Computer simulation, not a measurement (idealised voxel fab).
process module | voxel spacer lines
cross-section cut | 180 nm wide | cells 5 nm
A cross-section is a grid of square cells, given in bands from the top down. A band is one or more rows of cells.
Each band's line starts with the height of the band's top and of its bottom, in nm. Then come its materials from left to right, each with its width in nm. One material with "throughout" fills the band from edge to edge. "air" is empty space.
Height 0 is the level under which the wafer as received is all one material. The lowest band goes on downwards, as in "0 down".
A width such as "30 to 40" changes by the same amount from each row of cells to the next, from the band's top row to its bottom row.
"no change" after a step means that no cell of the cross-section changed.
closed voids: empty space of 8 cells or more with no open way to the top, each as width x height at its distance from the left edge, in nm
after a step's settings: what the simulator itself notes on the step
overlay nm, on a step with a mask: how far to the right of its planned place the mask lay; to the left if negative
plan
1 op RECEIVE | material Si
2 op CONFORMAL_DEP | material Al2O3 | thk nm 10
3 op DIRECTIONAL_DEP | material TiN | thk nm 10
4 op DIRECTIONAL_DEP | material aC | thk nm 30
5 op PATTERN | tone cover | mask id MANDREL | material resist | width nm 25 | pitch nm 70 | thk nm 35 | overlay nm 0
6 op DIRECTIONAL_ETCH | etch materials aC | depth nm 30
7 op STRIP | etch materials resist
8 op CONFORMAL_DEP | material SiN | thk nm 10
9 op DIRECTIONAL_ETCH | etch materials SiN | depth nm 10
10 op STRIP | etch materials aC
11 op DIRECTIONAL_ETCH | etch materials TiN | depth nm 10
12 op STRIP | etch materials SiN
13 op FILL_DEP | material lowk | thk nm 10
14 op CMP | height nm 20
first wafer, as planned
as received, after step 1
  0 down: Si throughout
  closed voids: none
after step 2
  10 to 0: Al2O3 throughout
  below 0: unchanged
after step 3
  20 to 10: TiN throughout
  below 10: unchanged
after step 4
  50 to 20: aC throughout
  below 20: unchanged
after step 5
  85 to 50: air 40 | resist 25 | air 45 | resist 25 | air 45
  below 50: unchanged
after step 6
  55 to 50: air 40 | resist 25 | air 45 | resist 25 | air 45
  50 to 20: air 40 | aC 25 | air 45 | aC 25 | air 45
  below 20: unchanged
after step 7
  50 to 20: air 40 | aC 25 | air 45 | aC 25 | air 45
  below 20: unchanged
after step 8
  60 to 50: air 30 | SiN 45 | air 25 | SiN 45 | air 35
  50 to 30: air 30 | SiN 10 | aC 25 | SiN 10 | air 25 | SiN 10 | aC 25 | SiN 10 | air 35
  30 to 20: SiN 40 | aC 25 | SiN 45 | aC 25 | SiN 45
  below 20: unchanged
after step 9
  50 to 20: air 30 | SiN 10 | aC 25 | SiN 10 | air 25 | SiN 10 | aC 25 | SiN 10 | air 35
  below 20: unchanged
after step 10
  50 to 20: air 30 | SiN 10 | air 25 | SiN 10 | air 25 | SiN 10 | air 25 | SiN 10 | air 35
  below 20: unchanged
after step 11
  50 to 20: air 30 | SiN 10 | air 25 | SiN 10 | air 25 | SiN 10 | air 25 | SiN 10 | air 35
  20 to 10: air 30 | TiN 10 | air 25 | TiN 10 | air 25 | TiN 10 | air 25 | TiN 10 | air 35
  below 10: unchanged
after step 12
  20 to 10: air 30 | TiN 10 | air 25 | TiN 10 | air 25 | TiN 10 | air 25 | TiN 10 | air 35
  below 10: unchanged
after step 13
  30 to 20: lowk throughout
  20 to 10: lowk 30 | TiN 10 | lowk 25 | TiN 10 | lowk 25 | TiN 10 | lowk 25 | TiN 10 | lowk 35
  below 10: unchanged
after step 14
  20 to 10: lowk 30 | TiN 10 | lowk 25 | TiN 10 | lowk 25 | TiN 10 | lowk 25 | TiN 10 | lowk 35
  below 10: unchanged
second wafer: like start, like plan, one mistake. Through step 1 it matches the first wafer
when step 2 should have ended
  10 to 0: lowk throughout
  below 0: unchanged
when step 3 should have ended
  20 to 10: TiN throughout
  below 10: unchanged
when step 4 should have ended
  50 to 20: aC throughout
  below 20: unchanged
when step 5 should have ended
  85 to 50: air 40 | resist 25 | air 45 | resist 25 | air 45
  below 50: unchanged
when step 6 should have ended
  55 to 50: air 40 | resist 25 | air 45 | resist 25 | air 45
  50 to 20: air 40 | aC 25 | air 45 | aC 25 | air 45
  below 20: unchanged
when step 7 should have ended
  50 to 20: air 40 | aC 25 | air 45 | aC 25 | air 45
  below 20: unchanged
when step 8 should have ended
  60 to 50: air 30 | SiN 45 | air 25 | SiN 45 | air 35
  50 to 30: air 30 | SiN 10 | aC 25 | SiN 10 | air 25 | SiN 10 | aC 25 | SiN 10 | air 35
  30 to 20: SiN 40 | aC 25 | SiN 45 | aC 25 | SiN 45
  below 20: unchanged
when step 9 should have ended
  50 to 20: air 30 | SiN 10 | aC 25 | SiN 10 | air 25 | SiN 10 | aC 25 | SiN 10 | air 35
  below 20: unchanged
when step 10 should have ended
  50 to 20: air 30 | SiN 10 | air 25 | SiN 10 | air 25 | SiN 10 | air 25 | SiN 10 | air 35
  below 20: unchanged
when step 11 should have ended
  50 to 20: air 30 | SiN 10 | air 25 | SiN 10 | air 25 | SiN 10 | air 25 | SiN 10 | air 35
  20 to 10: air 30 | TiN 10 | air 25 | TiN 10 | air 25 | TiN 10 | air 25 | TiN 10 | air 35
  below 10: unchanged
when step 12 should have ended
  20 to 10: air 30 | TiN 10 | air 25 | TiN 10 | air 25 | TiN 10 | air 25 | TiN 10 | air 35
  below 10: unchanged
when step 13 should have ended
  30 to 20: lowk throughout
  20 to 10: lowk 30 | TiN 10 | lowk 25 | TiN 10 | lowk 25 | TiN 10 | lowk 25 | TiN 10 | lowk 35
  below 10: unchanged
when step 14 should have ended
  20 to 10: lowk 30 | TiN 10 | lowk 25 | TiN 10 | lowk 25 | TiN 10 | lowk 25 | TiN 10 | lowk 35
  below 10: unchanged
what went wrong: step 2 ran as: op CONFORMAL_DEP | material lowk | thk nm 10
at the end the second wafer has, in cells: 72 fewer of Al2O3 | 72 more of lowk
